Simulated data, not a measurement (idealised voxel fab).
A process module follows: voxel wiring stack.
Xsec cut, 285 nm wide, square cell size 5 nm.
Cross-section, as written here: a square-cell grid given band by band from the top down, where a band holds one or more rows of cells.
Band entry format. Leading values: height of top, height of bottom, nm. Remainder: materials in left-to-right order, each with its width in nm. Special words: "everywhere" on a single material, which then fills the band edge to edge; "blank", empty space.
It should be noted that heights are counted from 0, beneath which the wafer as supplied is of one material throughout, and that the lowest band possesses no lower boundary but continues downward, as written in "0 down".
Width "30->40": first value at the band's top row of cells, second value at its bottom row, equal change from row to row.
"nothing got changed" -> step changed no cross-section cell.
The label "Sealed void inventory" introduces a list of the empty spaces, 8 cells or larger, that have no open way up to the top; each entry in it reads width x height at distance, where the distance is taken from the left edge and all three are stated in nm.
Step line, after settings: the simulator's comment on this step.
overlay nm: step with mask; distance mask lay right of planned place; negative value = left of planned place.

Steps in the process plan
1. RECEIVE | material Si
2. CONFORMAL_DEP | material SiO2 | thk nm 15
3. DIRECTIONAL_DEP | material TiN | thk nm 5
4. DIRECTIONAL_DEP | material Ru | thk nm 15
5. PATTERN | tone cover | mask id METAL_1 | material resist | width nm 30 | pitch nm 45 | thk nm 15 | overlay nm 0
6. DIRECTIONAL_ETCH | etch materials Ru | depth nm 15
7. DIRECTIONAL_ETCH | etch materials TiN | depth nm 5
8. STRIP | etch materials resist
9. CONFORMAL_DEP | material SiCN | thk nm 5
10. FILL_DEP | material SiO2 | thk nm 10
11. CMP | height nm 35
12. CONFORMAL_DEP | material SiCN | thk nm 5
13. DIRECTIONAL_DEP | material lowk | thk nm 20
14. DIRECTIONAL_DEP | material aC | thk nm 10
15. PATTERN | tone open | mask id PLUG_1 | material resist | width nm 15 | thk nm 25 | overlay nm 0
16. DIRECTIONAL_ETCH | etch materials aC | depth nm 10
17. STRIP | etch materials resist
18. DIRECTIONAL_ETCH | etch materials lowk | depth nm 20
19. DIRECTIONAL_ETCH | etch materials SiCN | depth nm 5
20. STRIP | etch materials aC
21. CONFORMAL_DEP | material TiN | thk nm 5
22. FILL_DEP | material W | thk nm 10
23. CMP | height nm 60
24. CONFORMAL_DEP | material SiCN | thk nm 5
25. DIRECTIONAL_DEP | material SiO2 | thk nm 15
26. MASKED_ETCH | tone open | mask id METAL_2 | width nm 20 | pitch nm 45 | etch materials SiO2 | depth nm 15 | overlay nm 0
27. MASKED_ETCH | tone open | mask id METAL_2 | width nm 30 | pitch nm 45 | etch materials SiCN | depth nm 5 | overlay nm 0
28. CONFORMAL_DEP | material TiN | thk nm 5
29. FILL_DEP | material Cu | thk nm 10
30. CMP | height nm 80
31. CONFORMAL_DEP | material SiCN | thk nm 5
32. DIRECTIONAL_DEP | material lowk | thk nm 10
33. MASKED_ETCH | tone open | mask id PLUG_2 | width nm 15 | etch materials lowk | depth nm 10 | overlay nm 0
34. MASKED_ETCH | tone open | mask id PLUG_2 | width nm 15 | etch materials SiCN | depth nm 5 | overlay nm 0
35. EPI | material Ru | thk nm 10
36. EPI | material Ru | thk nm 5
37. CONFORMAL_DEP | material SiN | thk nm 5
38. DIRECTIONAL_DEP | material SiO2 | thk nm 15
39. DIRECTIONAL_DEP | material aC | thk nm 15
40. PATTERN | tone open | mask id METAL_3 | material resist | width nm 30 | pitch nm 45 | thk nm 35 | overlay nm 0
41. DIRECTIONAL_ETCH | etch materials aC | depth nm 15
42. STRIP | etch materials resist
43. DIRECTIONAL_ETCH | etch materials SiO2 | depth nm 15
44. DIRECTIONAL_ETCH | etch materials SiN | depth nm 5
45. STRIP | etch materials aC
46. CONFORMAL_DEP | material TiN | thk nm 5
47. FILL_DEP | material Ru | thk nm 10
48. CMP | height nm 115
49. CONFORMAL_DEP | material SiCN | thk nm 5
50. DIRECTIONAL_DEP | material lowk | thk nm 30
51. PATTERN | tone open | mask id METAL_4_HOLES | material resist | width nm 15 | thk nm 20 | overlay nm 0
52. DIRECTIONAL_ETCH | etch materials lowk | depth nm 30
53. STRIP | etch materials resist
54. PATTERN | tone open | mask id METAL_4 | material resist | width nm 30 | pitch nm 45 | thk nm 15 | overlay nm 0
55. DIRECTIONAL_ETCH | etch materials lowk | depth nm 20
56. DIRECTIONAL_ETCH | etch materials SiCN | depth nm 5
57. STRIP | etch materials resist
58. CONFORMAL_DEP | material TiN | thk nm 5
59. FILL_DEP | material Cu | thk nm 5
60. CMP | height nm 150
61. CONFORMAL_DEP | material SiN | thk nm 5
The value of width nm given for step 26 in the plan refers to the first wafer; the wafers vary in this setting and are alike at the start.

Step 1 complete: as-received cross-section of the first of several wafers
- 0 down  Si everywhere
- Sealed void inventory: none

Rows = wafers. At module end, each row lists per material the cells gained (+) or lost (-) since the wafer was received, then the closed voids
width nm 20 | +39 Cu | +69 Ru | +268 SiCN | +102 SiN | +576 SiO2 | +97 TiN | +4 W | +612 lowk | Sealed void inventory: none
width nm 25 | +45 Cu | +69 Ru | +266 SiCN | +102 SiN | +570 SiO2 | +99 TiN | +4 W | +612 lowk | Sealed void inventory: none
width nm 30 | +51 Cu | +69 Ru | +264 SiCN | +102 SiN | +564 SiO2 | +101 TiN | +4 W | +612 lowk | Sealed void inventory: none
